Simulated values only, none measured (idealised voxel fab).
process module | voxel transistor to metal
cross-section cut | 140 nm wide | cells 5 nm
A cross-section is a grid of square cells, given in bands from the top down. A band is one or more rows of cells.
Each band's line starts with the height of the band's top and of its bottom, in nm. Then come its materials from left to right, each with its width in nm. One material with "throughout" fills the band from edge to edge. "air" is empty space.
Height 0 is the level under which the wafer as received is all one material. The lowest band goes on downwards, as in "0 down".
A width such as "30 to 40" changes by the same amount from each row of cells to the next, from the band's top row to its bottom row.
"no change" after a step means that no cell of the cross-section changed.
closed voids: empty space of 8 cells or more with no open way to the top, each as width x height at its distance from the left edge, in nm
after a step's settings: what the simulator itself notes on the step
overlay nm, on a step with a mask: how far to the right of its planned place the mask lay; to the left if negative
plan
1 op RECEIVE | material Si
2 op CONFORMAL_DEP | material SiO2 | thk nm 5
3 op CONFORMAL_DEP | material SiN | thk nm 10
4 op MASKED_ETCH | tone cover | mask id ACTIVE | width nm 100 | etch materials SiN | depth nm 10 | overlay nm 0
5 op MASKED_ETCH | tone cover | mask id ACTIVE | width nm 100 | etch materials SiO2 | depth nm 5 | overlay nm 0
6 op MASKED_ETCH | tone cover | mask id ACTIVE | width nm 100 | etch materials Si | depth nm 35 | overlay nm 0
7 op FILL_DEP | material SiO2 | thk nm 10
8 op CMP | height nm 15
9 op SELECTIVE_ETCH | etch materials SiO2 | depth nm 5
10 op STRIP | etch materials SiN
11 op SELECTIVE_ETCH | etch materials SiO2 | depth nm 5
12 op OXIDIZE | depth nm 5
13 op DIRECTIONAL_DEP | material polySi | thk nm 25
14 op DIRECTIONAL_DEP | material SiCN | thk nm 10
15 op MASKED_ETCH | tone cover | mask id GATE | width nm 30 | etch materials SiCN | depth nm 20 | overlay nm 0
16 op MASKED_ETCH | tone cover | mask id GATE | width nm 30 | etch materials polySi | depth nm 35 | overlay nm 0
17 op CONFORMAL_DEP | material SiN | thk nm 10
18 op DIRECTIONAL_ETCH | etch materials SiN | depth nm 10
19 op DIRECTIONAL_ETCH | etch materials SiO2 | depth nm 5
20 op DIRECTIONAL_ETCH | etch materials Si | depth nm 15
21 op EPI | material SiGe | thk nm 15
22 op FILL_DEP | material SiO2 | thk nm 10
23 op CMP | height nm 25
24 op STRIP | etch materials polySi
25 op SELECTIVE_ETCH | etch materials SiO2 | depth nm 5
26 op CONFORMAL_DEP | material HfO2 | thk nm 5
27 op CONFORMAL_DEP | material TiN | thk nm 5
28 op FILL_DEP | material W | thk nm 10
29 op CMP | height nm 20
30 op DIRECTIONAL_DEP | material SiO2 | thk nm 10
31 op MASKED_ETCH | tone open | mask id CONTACT | width nm 15 | pitch nm 75 | etch materials SiO2 | depth nm 20 | overlay nm 0
32 op CONFORMAL_DEP | material TiN | thk nm 5
33 op FILL_DEP | material W | thk nm 10
34 op CMP | height nm 30
35 op CONFORMAL_DEP | material SiN | thk nm 5
36 op DIRECTIONAL_DEP | material lowk | thk nm 20
37 op MASKED_ETCH | tone open | mask id METAL_1 | width nm 15 | pitch nm 75 | etch materials lowk | depth nm 20 | overlay nm 0
38 op MASKED_ETCH | tone open | mask id METAL_1 | width nm 15 | pitch nm 75 | etch materials SiN | depth nm 5 | overlay nm 0
39 op CONFORMAL_DEP | material TiN | thk nm 5
40 op FILL_DEP | material Cu | thk nm 10
41 op CMP | height nm 55
42 op CONFORMAL_DEP | material SiN | thk nm 5
first wafer, as planned
as received, after step 1
  0 down: Si throughout
  closed voids: none
after step 2
  5 to 0: SiO2 throughout
  below 0: unchanged
after step 3
  15 to 5: SiN throughout
  below 5: unchanged
after step 4
  15 to 5: air 20 | SiN 100 | air 20
  below 5: unchanged
after step 5
  15 to 5: air 20 | SiN 100 | air 20
  5 to 0: air 20 | SiO2 100 | air 20
  below 0: unchanged
after step 6
  15 to 5: air 20 | SiN 100 | air 20
  5 to 0: air 20 | SiO2 100 | air 20
  0 to -35: air 20 | Si 100 | air 20
  below -35: unchanged
after step 7
  25 to 15: SiO2 throughout
  15 to 5: SiO2 20 | SiN 100 | SiO2 20
  5 to 0: SiO2 throughout
  0 to -35: SiO2 20 | Si 100 | SiO2 20
  below -35: unchanged
after step 8
  15 to 5: SiO2 20 | SiN 100 | SiO2 20
  below 5: unchanged
after step 9
  15 to 10: air 20 | SiN 100 | air 20
  below 10: unchanged
after step 10
  10 to 5: SiO2 20 | air 100 | SiO2 20
  below 5: unchanged
after step 11
  5 to 0: SiO2 15 | air 110 | SiO2 15
  below 0: unchanged
after step 12
  5 to 0: SiO2 15 | air 110 | SiO2 15
  0 to -5: SiO2 throughout
  below -5: unchanged
after step 13
  30 to 25: polySi 15 | air 110 | polySi 15
  25 to 5: polySi throughout
  5 to 0: SiO2 15 | polySi 110 | SiO2 15
  below 0: unchanged
after step 14
  40 to 35: SiCN 15 | air 110 | SiCN 15
  35 to 30: SiCN throughout
  30 to 25: polySi 15 | SiCN 110 | polySi 15
  below 25: unchanged
after step 15
  35 to 30: air 55 | SiCN 30 | air 55
  30 to 25: polySi 15 | air 40 | SiCN 30 | air 40 | polySi 15
  below 25: unchanged
after step 16
  35 to 25: air 55 | SiCN 30 | air 55
  25 to 5: air 55 | polySi 30 | air 55
  5 to 0: SiO2 15 | air 40 | polySi 30 | air 40 | SiO2 15
  below 0: unchanged
after step 17
  45 to 35: air 45 | SiN 50 | air 45
  35 to 25: air 45 | SiN 10 | SiCN 30 | SiN 10 | air 45
  25 to 15: air 45 | SiN 10 | polySi 30 | SiN 10 | air 45
  15 to 10: SiN 25 | air 20 | SiN 10 | polySi 30 | SiN 10 | air 20 | SiN 25
  10 to 5: SiN 55 | polySi 30 | SiN 55
  5 to 0: SiO2 15 | SiN 40 | polySi 30 | SiN 40 | SiO2 15
  below 0: unchanged
after step 18
  35 to 25: air 45 | SiN 10 | SiCN 30 | SiN 10 | air 45
  25 to 5: air 45 | SiN 10 | polySi 30 | SiN 10 | air 45
  5 to 0: SiO2 15 | SiN 10 | air 20 | SiN 10 | polySi 30 | SiN 10 | air 20 | SiN 10 | SiO2 15
  below 0: unchanged
after step 19
  35 to 25: air 45 | SiN 10 | SiCN 30 | SiN 10 | air 45
  25 to 5: air 45 | SiN 10 | polySi 30 | SiN 10 | air 45
  5 to 0: air 15 | SiN 10 | air 20 | SiN 10 | polySi 30 | SiN 10 | air 20 | SiN 10 | air 15
  0 to -5: SiO2 25 | air 20 | SiO2 50 | air 20 | SiO2 25
  below -5: unchanged
after step 20
  35 to 25: air 45 | SiN 10 | SiCN 30 | SiN 10 | air 45
  25 to 5: air 45 | SiN 10 | polySi 30 | SiN 10 | air 45
  5 to 0: air 15 | SiN 10 | air 20 | SiN 10 | polySi 30 | SiN 10 | air 20 | SiN 10 | air 15
  0 to -5: SiO2 25 | air 20 | SiO2 50 | air 20 | SiO2 25
  -5 to -20: SiO2 20 | Si 5 | air 20 | Si 50 | air 20 | Si 5 | SiO2 20
  below -20: unchanged
after step 21
  35 to 25: air 45 | SiN 10 | SiCN 30 | SiN 10 | air 45
  25 to 10: air 45 | SiN 10 | polySi 30 | SiN 10 | air 45
  10 to 5: air 20 | SiGe 25 | SiN 10 | polySi 30 | SiN 10 | SiGe 25 | air 20
  5 to 0: air 15 | SiN 10 | SiGe 20 | SiN 10 | polySi 30 | SiN 10 | SiGe 20 | SiN 10 | air 15
  0 to -5: SiO2 25 | SiGe 20 | SiO2 50 | SiGe 20 | SiO2 25
  -5 to -20: SiO2 20 | Si 5 | SiGe 20 | Si 50 | SiGe 20 | Si 5 | SiO2 20
  below -20: unchanged
after step 22
  45 to 35: SiO2 throughout
  35 to 25: SiO2 45 | SiN 10 | SiCN 30 | SiN 10 | SiO2 45
  25 to 10: SiO2 45 | SiN 10 | polySi 30 | SiN 10 | SiO2 45
  10 to 5: SiO2 20 | SiGe 25 | SiN 10 | polySi 30 | SiN 10 | SiGe 25 | SiO2 20
  5 to 0: SiO2 15 | SiN 10 | SiGe 20 | SiN 10 | polySi 30 | SiN 10 | SiGe 20 | SiN 10 | SiO2 15
  below 0: unchanged
after step 23
  25 to 10: SiO2 45 | SiN 10 | polySi 30 | SiN 10 | SiO2 45
  below 10: unchanged
after step 24
  25 to 10: SiO2 45 | SiN 10 | air 30 | SiN 10 | SiO2 45
  10 to 5: SiO2 20 | SiGe 25 | SiN 10 | air 30 | SiN 10 | SiGe 25 | SiO2 20
  5 to 0: SiO2 15 | SiN 10 | SiGe 20 | SiN 10 | air 30 | SiN 10 | SiGe 20 | SiN 10 | SiO2 15
  below 0: unchanged
after step 25
  25 to 20: air 45 | SiN 10 | air 30 | SiN 10 | air 45
  20 to 10: SiO2 45 | SiN 10 | air 30 | SiN 10 | SiO2 45
  10 to 5: SiO2 20 | SiGe 25 | SiN 10 | air 30 | SiN 10 | SiGe 25 | SiO2 20
  5 to 0: SiO2 15 | SiN 10 | SiGe 20 | SiN 10 | air 30 | SiN 10 | SiGe 20 | SiN 10 | SiO2 15
  0 to -5: SiO2 25 | SiGe 20 | SiO2 5 | air 40 | SiO2 5 | SiGe 20 | SiO2 25
  below -5: unchanged
after step 26
  30 to 25: air 40 | HfO2 20 | air 20 | HfO2 20 | air 40
  25 to 20: HfO2 45 | SiN 10 | HfO2 5 | air 20 | HfO2 5 | SiN 10 | HfO2 45
  20 to 10: SiO2 45 | SiN 10 | HfO2 5 | air 20 | HfO2 5 | SiN 10 | SiO2 45
  10 to 5: SiO2 20 | SiGe 25 | SiN 10 | HfO2 5 | air 20 | HfO2 5 | SiN 10 | SiGe 25 | SiO2 20
  5 to 0: SiO2 15 | SiN 10 | SiGe 20 | SiN 10 | HfO2 5 | air 20 | HfO2 5 | SiN 10 | SiGe 20 | SiN 10 | SiO2 15
  0 to -5: SiO2 25 | SiGe 20 | SiO2 5 | HfO2 40 | SiO2 5 | SiGe 20 | SiO2 25
  below -5: unchanged
after step 27
  35 to 30: air 35 | TiN 30 | air 10 | TiN 30 | air 35
  30 to 25: TiN 40 | HfO2 20 | TiN 5 | air 10 | TiN 5 | HfO2 20 | TiN 40
  25 to 20: HfO2 45 | SiN 10 | HfO2 5 | TiN 5 | air 10 | TiN 5 | HfO2 5 | SiN 10 | HfO2 45
  20 to 10: SiO2 45 | SiN 10 | HfO2 5 | TiN 5 | air 10 | TiN 5 | HfO2 5 | SiN 10 | SiO2 45
  10 to 5: SiO2 20 | SiGe 25 | SiN 10 | HfO2 5 | TiN 5 | air 10 | TiN 5 | HfO2 5 | SiN 10 | SiGe 25 | SiO2 20
  5 to 0: SiO2 15 | SiN 10 | SiGe 20 | SiN 10 | HfO2 5 | TiN 20 | HfO2 5 | SiN 10 | SiGe 20 | SiN 10 | SiO2 15
  below 0: unchanged
after step 28
  45 to 35: W throughout
  35 to 30: W 35 | TiN 30 | W 10 | TiN 30 | W 35
  30 to 25: TiN 40 | HfO2 20 | TiN 5 | W 10 | TiN 5 | HfO2 20 | TiN 40
  25 to 20: HfO2 45 | SiN 10 | HfO2 5 | TiN 5 | W 10 | TiN 5 | HfO2 5 | SiN 10 | HfO2 45
  20 to 10: SiO2 45 | SiN 10 | HfO2 5 | TiN 5 | W 10 | TiN 5 | HfO2 5 | SiN 10 | SiO2 45
  10 to 5: SiO2 20 | SiGe 25 | SiN 10 | HfO2 5 | TiN 5 | W 10 | TiN 5 | HfO2 5 | SiN 10 | SiGe 25 | SiO2 20
  below 5: unchanged
after step 29
  20 to 10: SiO2 45 | SiN 10 | HfO2 5 | TiN 5 | W 10 | TiN 5 | HfO2 5 | SiN 10 | SiO2 45
  below 10: unchanged
after step 30
  30 to 20: SiO2 throughout
  below 20: unchanged
after step 31
  30 to 20: SiO2 25 | air 15 | SiO2 60 | air 15 | SiO2 25
  20 to 10: SiO2 25 | air 15 | SiO2 5 | SiN 10 | HfO2 5 | TiN 5 | W 10 | TiN 5 | HfO2 5 | SiN 10 | SiO2 5 | air 15 | SiO2 25
  below 10: unchanged
after step 32
  35 to 30: TiN 30 | air 5 | TiN 70 | air 5 | TiN 30
  30 to 20: SiO2 25 | TiN 5 | air 5 | TiN 5 | SiO2 60 | TiN 5 | air 5 | TiN 5 | SiO2 25
  20 to 15: SiO2 25 | TiN 5 | air 5 | TiN 5 | SiO2 5 | SiN 10 | HfO2 5 | TiN 5 | W 10 | TiN 5 | HfO2 5 | SiN 10 | SiO2 5 | TiN 5 | air 5 | TiN 5 | SiO2 25
  15 to 10: SiO2 25 | TiN 15 | SiO2 5 | SiN 10 | HfO2 5 | TiN 5 | W 10 | TiN 5 | HfO2 5 | SiN 10 | SiO2 5 | TiN 15 | SiO2 25
  below 10: unchanged
after step 33
  45 to 35: W throughout
  35 to 30: TiN 30 | W 5 | TiN 70 | W 5 | TiN 30
  30 to 20: SiO2 25 | TiN 5 | W 5 | TiN 5 | SiO2 60 | TiN 5 | W 5 | TiN 5 | SiO2 25
  20 to 15: SiO2 25 | TiN 5 | W 5 | TiN 5 | SiO2 5 | SiN 10 | HfO2 5 | TiN 5 | W 10 | TiN 5 | HfO2 5 | SiN 10 | SiO2 5 | TiN 5 | W 5 | TiN 5 | SiO2 25
  below 15: unchanged
after step 34
  30 to 20: SiO2 25 | TiN 5 | W 5 | TiN 5 | SiO2 60 | TiN 5 | W 5 | TiN 5 | SiO2 25
  below 20: unchanged
after step 35
  35 to 30: SiN throughout
  below 30: unchanged
after step 36
  55 to 35: lowk throughout
  below 35: unchanged
after step 37
  55 to 35: lowk 25 | air 15 | lowk 60 | air 15 | lowk 25
  below 35: unchanged
after step 38
  55 to 35: lowk 25 | air 15 | lowk 60 | air 15 | lowk 25
  35 to 30: SiN 25 | air 15 | SiN 60 | air 15 | SiN 25
  below 30: unchanged
after step 39
  60 to 55: TiN 30 | air 5 | TiN 70 | air 5 | TiN 30
  55 to 35: lowk 25 | TiN 5 | air 5 | TiN 5 | lowk 60 | TiN 5 | air 5 | TiN 5 | lowk 25
  35 to 30: SiN 25 | TiN 15 | SiN 60 | TiN 15 | SiN 25
  below 30: unchanged
after step 40
  70 to 60: Cu throughout
  60 to 55: TiN 30 | Cu 5 | TiN 70 | Cu 5 | TiN 30
  55 to 35: lowk 25 | TiN 5 | Cu 5 | TiN 5 | lowk 60 | TiN 5 | Cu 5 | TiN 5 | lowk 25
  below 35: unchanged
after step 41
  55 to 35: lowk 25 | TiN 5 | Cu 5 | TiN 5 | lowk 60 | TiN 5 | Cu 5 | TiN 5 | lowk 25
  below 35: unchanged
after step 42
  60 to 55: SiN throughout
  below 55: unchanged
second wafer: like start, like plan, one mistake. Through step 22 it matches the first wafer
when step 23 should have ended
  15 to 10: SiO2 45 | SiN 10 | polySi 30 | SiN 10 | SiO2 45
  below 10: unchanged
when step 24 should have ended
  15 to 10: SiO2 45 | SiN 10 | air 30 | SiN 10 | SiO2 45
  10 to 5: SiO2 20 | SiGe 25 | SiN 10 | air 30 | SiN 10 | SiGe 25 | SiO2 20
  5 to 0: SiO2 15 | SiN 10 | SiGe 20 | SiN 10 | air 30 | SiN 10 | SiGe 20 | SiN 10 | SiO2 15
  below 0: unchanged
when step 25 should have ended
  15 to 10: air 45 | SiN 10 | air 30 | SiN 10 | air 45
  10 to 5: SiO2 20 | SiGe 25 | SiN 10 | air 30 | SiN 10 | SiGe 25 | SiO2 20
  5 to 0: SiO2 15 | SiN 10 | SiGe 20 | SiN 10 | air 30 | SiN 10 | SiGe 20 | SiN 10 | SiO2 15
  0 to -5: SiO2 25 | SiGe 20 | SiO2 5 | air 40 | SiO2 5 | SiGe 20 | SiO2 25
  below -5: unchanged
when step 26 should have ended
  20 to 15: air 40 | HfO2 20 | air 20 | HfO2 20 | air 40
  15 to 10: HfO2 45 | SiN 10 | HfO2 5 | air 20 | HfO2 5 | SiN 10 | HfO2 45
  10 to 5: SiO2 20 | SiGe 25 | SiN 10 | HfO2 5 | air 20 | HfO2 5 | SiN 10 | SiGe 25 | SiO2 20
  5 to 0: SiO2 15 | SiN 10 | SiGe 20 | SiN 10 | HfO2 5 | air 20 | HfO2 5 | SiN 10 | SiGe 20 | SiN 10 | SiO2 15
  0 to -5: SiO2 25 | SiGe 20 | SiO2 5 | HfO2 40 | SiO2 5 | SiGe 20 | SiO2 25
  below -5: unchanged
when step 27 should have ended
  25 to 20: air 35 | TiN 30 | air 10 | TiN 30 | air 35
  20 to 15: TiN 40 | HfO2 20 | TiN 5 | air 10 | TiN 5 | HfO2 20 | TiN 40
  15 to 10: HfO2 45 | SiN 10 | HfO2 5 | TiN 5 | air 10 | TiN 5 | HfO2 5 | SiN 10 | HfO2 45
  10 to 5: SiO2 20 | SiGe 25 | SiN 10 | HfO2 5 | TiN 5 | air 10 | TiN 5 | HfO2 5 | SiN 10 | SiGe 25 | SiO2 20
  5 to 0: SiO2 15 | SiN 10 | SiGe 20 | SiN 10 | HfO2 5 | TiN 20 | HfO2 5 | SiN 10 | SiGe 20 | SiN 10 | SiO2 15
  below 0: unchanged
when step 28 should have ended
  35 to 25: W throughout
  25 to 20: W 35 | TiN 30 | W 10 | TiN 30 | W 35
  20 to 15: TiN 40 | HfO2 20 | TiN 5 | W 10 | TiN 5 | HfO2 20 | TiN 40
  15 to 10: HfO2 45 | SiN 10 | HfO2 5 | TiN 5 | W 10 | TiN 5 | HfO2 5 | SiN 10 | HfO2 45
  10 to 5: SiO2 20 | SiGe 25 | SiN 10 | HfO2 5 | TiN 5 | W 10 | TiN 5 | HfO2 5 | SiN 10 | SiGe 25 | SiO2 20
  below 5: unchanged
when step 29 should have ended
  20 to 15: TiN 40 | HfO2 20 | TiN 5 | W 10 | TiN 5 | HfO2 20 | TiN 40
  below 15: unchanged
when step 30 should have ended
  30 to 20: SiO2 throughout
  below 20: unchanged
when step 31 should have ended
  30 to 20: SiO2 25 | air 15 | SiO2 60 | air 15 | SiO2 25
  below 20: unchanged
when step 32 should have ended
  35 to 30: TiN 30 | air 5 | TiN 70 | air 5 | TiN 30
  30 to 25: SiO2 25 | TiN 5 | air 5 | TiN 5 | SiO2 60 | TiN 5 | air 5 | TiN 5 | SiO2 25
  25 to 20: SiO2 25 | TiN 15 | SiO2 60 | TiN 15 | SiO2 25
  below 20: unchanged
when step 33 should have ended
  45 to 35: W throughout
  35 to 30: TiN 30 | W 5 | TiN 70 | W 5 | TiN 30
  30 to 25: SiO2 25 | TiN 5 | W 5 | TiN 5 | SiO2 60 | TiN 5 | W 5 | TiN 5 | SiO2 25
  below 25: unchanged
when step 34 should have ended
  30 to 25: SiO2 25 | TiN 5 | W 5 | TiN 5 | SiO2 60 | TiN 5 | W 5 | TiN 5 | SiO2 25
  below 25: unchanged
when step 35 should have ended
  35 to 30: SiN throughout
  below 30: unchanged
when step 36 should have ended
  55 to 35: lowk throughout
  below 35: unchanged
when step 37 should have ended
  55 to 35: lowk 25 | air 15 | lowk 60 | air 15 | lowk 25
  below 35: unchanged
when step 38 should have ended
  55 to 35: lowk 25 | air 15 | lowk 60 | air 15 | lowk 25
  35 to 30: SiN 25 | air 15 | SiN 60 | air 15 | SiN 25
  below 30: unchanged
when step 39 should have ended
  60 to 55: TiN 30 | air 5 | TiN 70 | air 5 | TiN 30
  55 to 35: lowk 25 | TiN 5 | air 5 | TiN 5 | lowk 60 | TiN 5 | air 5 | TiN 5 | lowk 25
  35 to 30: SiN 25 | TiN 15 | SiN 60 | TiN 15 | SiN 25
  below 30: unchanged
when step 40 should have ended
  70 to 60: Cu throughout
  60 to 55: TiN 30 | Cu 5 | TiN 70 | Cu 5 | TiN 30
  55 to 35: lowk 25 | TiN 5 | Cu 5 | TiN 5 | lowk 60 | TiN 5 | Cu 5 | TiN 5 | lowk 25
  below 35: unchanged
when step 41 should have ended
  55 to 35: lowk 25 | TiN 5 | Cu 5 | TiN 5 | lowk 60 | TiN 5 | Cu 5 | TiN 5 | lowk 25
  below 35: unchanged
when step 42 should have ended
  60 to 55: SiN throughout
  below 55: unchanged
what went wrong: step 23 ran as: op CMP | height nm 15
at the end the second wafer has, in cells: 24 more of HfO2 | 4 fewer of SiN | 24 fewer of SiO2 | 8 more of TiN | 4 fewer of W
